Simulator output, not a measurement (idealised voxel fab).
Module name: voxel capacitor over wiring (process module)
It is cross-section cut that appears here, measuring 240 nm in width, its square cells being 5 nm in size.
How to read a cross-section here: the picture is a grid of square cells, written as bands going from the top down, and any band can span one or more rows of cells.
The band entry comprises the height of the band's top followed by the height of its bottom, expressed in nm, and subsequently the band's materials from left to right, each stated together with its width in nm. Where a single material is marked with the word "everywhere", that material fills the band from edge to edge. The word "empty" represents empty space.
The reference from which all heights are counted is 0, the level beneath which the as-received wafer is entirely one material; the lowest band, having no lower bound, proceeds downward and is written after the example "top 0, no bottom".
The notation "30 to 40" denotes a width that varies across the rows of cells in the band, beginning at the first number in the top row, finishing at the second number in the bottom row, and changing by an identical amount from each row to the next.
When a step is marked "no change occurred", none of the cells in the cross-section changed during that step.
So "Closed void listing" is basically the list of trapped voids: any empty space of 8 cells or more that can't reach the top through an opening. They're written width x height at distance, the distance being from the left edge, and it's all nm.
Anything after a step's settings on that line? It's the simulator's own note about the step.
When a step includes a mask, the "overlay nm" setting on its line states how far to the right of its planned place that mask lay, and negative values state how far to the left.
-- Here's what the planned process steps look like
step 1: RECEIVE with material Si
step 2: CONFORMAL_DEP with material SiO2, thk nm 10
step 3: DIRECTIONAL_DEP with material TiN, thk nm 5
step 4: DIRECTIONAL_DEP with material Ru, thk nm 15
step 5: DIRECTIONAL_DEP with material aC, thk nm 15
step 6: PATTERN with tone cover, mask id METAL_1, material resist, width nm 30, pitch nm 85, thk nm 35, overlay nm 0
step 7: DIRECTIONAL_ETCH with etch materials aC, depth nm 15
step 8: STRIP with etch materials resist
step 9: DIRECTIONAL_ETCH with etch materials Ru, depth nm 15
step 10: DIRECTIONAL_ETCH with etch materials TiN, depth nm 5
step 11: STRIP with etch materials aC
step 12: CONFORMAL_DEP with material SiCN, thk nm 5
step 13: FILL_DEP with material lowk, thk nm 5
step 14: CMP with height nm 30
step 15: CONFORMAL_DEP with material SiCN, thk nm 5
step 16: DIRECTIONAL_DEP with material SiO2, thk nm 20
step 17: MASKED_ETCH with tone open, mask id PLUG_1, width nm 15, etch materials SiO2, depth nm 20, overlay nm 0
step 18: MASKED_ETCH with tone open, mask id PLUG_1, width nm 15, etch materials SiCN, depth nm 5, overlay nm 0
step 19: EPI with material Ru, thk nm 10
step 20: EPI with material Ru, thk nm 10
step 21: EPI with material Ru, thk nm 5
step 22: DIRECTIONAL_DEP with material TiN, thk nm 10
step 23: DIRECTIONAL_DEP with material Al2O3, thk nm 5
step 24: DIRECTIONAL_DEP with material TiN, thk nm 10
step 25: DIRECTIONAL_DEP with material aC, thk nm 15
step 26: PATTERN with tone cover, mask id UPPER_PLATE, material resist, width nm 60, thk nm 30, overlay nm 0
step 27: DIRECTIONAL_ETCH with etch materials aC, depth nm 15
step 28: STRIP with etch materials resist
step 29: DIRECTIONAL_ETCH with etch materials TiN, depth nm 10
step 30: DIRECTIONAL_ETCH with etch materials Al2O3, depth nm 5
step 31: STRIP with etch materials aC
step 32: PATTERN with tone cover, mask id LOWER_PLATE, material resist, width nm 70, thk nm 15, overlay nm 0
step 33: DIRECTIONAL_ETCH with etch materials TiN, depth nm 10
step 34: STRIP with etch materials resist
step 35: FILL_DEP with material SiO2, thk nm 15
step 36: CMP with height nm 90
step 37: PATTERN with tone open, mask id PLUG_2, material resist, width nm 15, thk nm 20, overlay nm 0
step 38: DIRECTIONAL_ETCH with etch materials SiO2, depth nm 10
step 39: STRIP with etch materials resist
step 40: CONFORMAL_DEP with material TiN, thk nm 5
step 41: FILL_DEP with material W, thk nm 10
step 42: CMP with height nm 90
step 43: CONFORMAL_DEP with material SiN, thk nm 5
-- Wafer cross-section on receipt, i.e. after step 1
	top 0, no bottom: Si everywhere
	Closed void listing: none
-- First wafer of two, sectioned at end of module; run went per plan
	top 95, bottom 90: SiN everywhere
	top 90, bottom 85: SiO2=85 | TiN=5 | W=5 | TiN=5 | SiO2=140
	top 85, bottom 80: SiO2=85 | TiN=15 | SiO2=140
	top 80, bottom 70: SiO2=75 | TiN=60 | SiO2=105
	top 70, bottom 65: SiO2=75 | Al2O3=60 | SiO2=105
	top 65, bottom 55: SiO2=70 | TiN=70 | SiO2=100
	top 55, bottom 35: SiO2=75 | Ru=15 | SiO2=150
	top 35, bottom 30: SiCN=75 | Ru=15 | SiCN=150
	top 30, bottom 15: lowk=55 | SiCN=5 | Ru=30 | SiCN=5 | lowk=45 | SiCN=5 | Ru=30 | SiCN=5 | lowk=60
	top 15, bottom 10: SiCN=60 | TiN=30 | SiCN=55 | TiN=30 | SiCN=65
	top 10, bottom 0: SiO2 everywhere
	top 0, no bottom: Si everywhere
	Closed void listing: none
-- Now the second wafer, cross-sectioned at the end of the module. Nothing different at the start, nothing different in the plan compared with the first, just one mistake when it was actually run
	top 95, bottom 80: SiN everywhere
	top 80, bottom 70: SiN=75 | TiN=60 | SiN=105
	top 70, bottom 65: SiN=75 | Al2O3=60 | SiN=105
	top 65, bottom 55: SiN=70 | TiN=70 | SiN=100
	top 55, bottom 35: SiO2=75 | Ru=15 | SiO2=150
	top 35, bottom 30: SiCN=75 | Ru=15 | SiCN=150
	top 30, bottom 15: lowk=55 | SiCN=5 | Ru=30 | SiCN=5 | lowk=45 | SiCN=5 | Ru=30 | SiCN=5 | lowk=60
	top 15, bottom 10: SiCN=60 | TiN=30 | SiCN=55 | TiN=30 | SiCN=65
	top 10, bottom 0: SiO2 everywhere
	top 0, no bottom: Si everywhere
	Closed void listing: none
The mistake made against the process plan was this: step 35 was run on a setting that differed from the plan, and what really ran there is FILL_DEP with material SiN, thk nm 15
The closing comparison, in cells, has the second wafer with more or fewer of some materials than the first: +272 SiN | -266 SiO2 | -5 TiN | -1 W
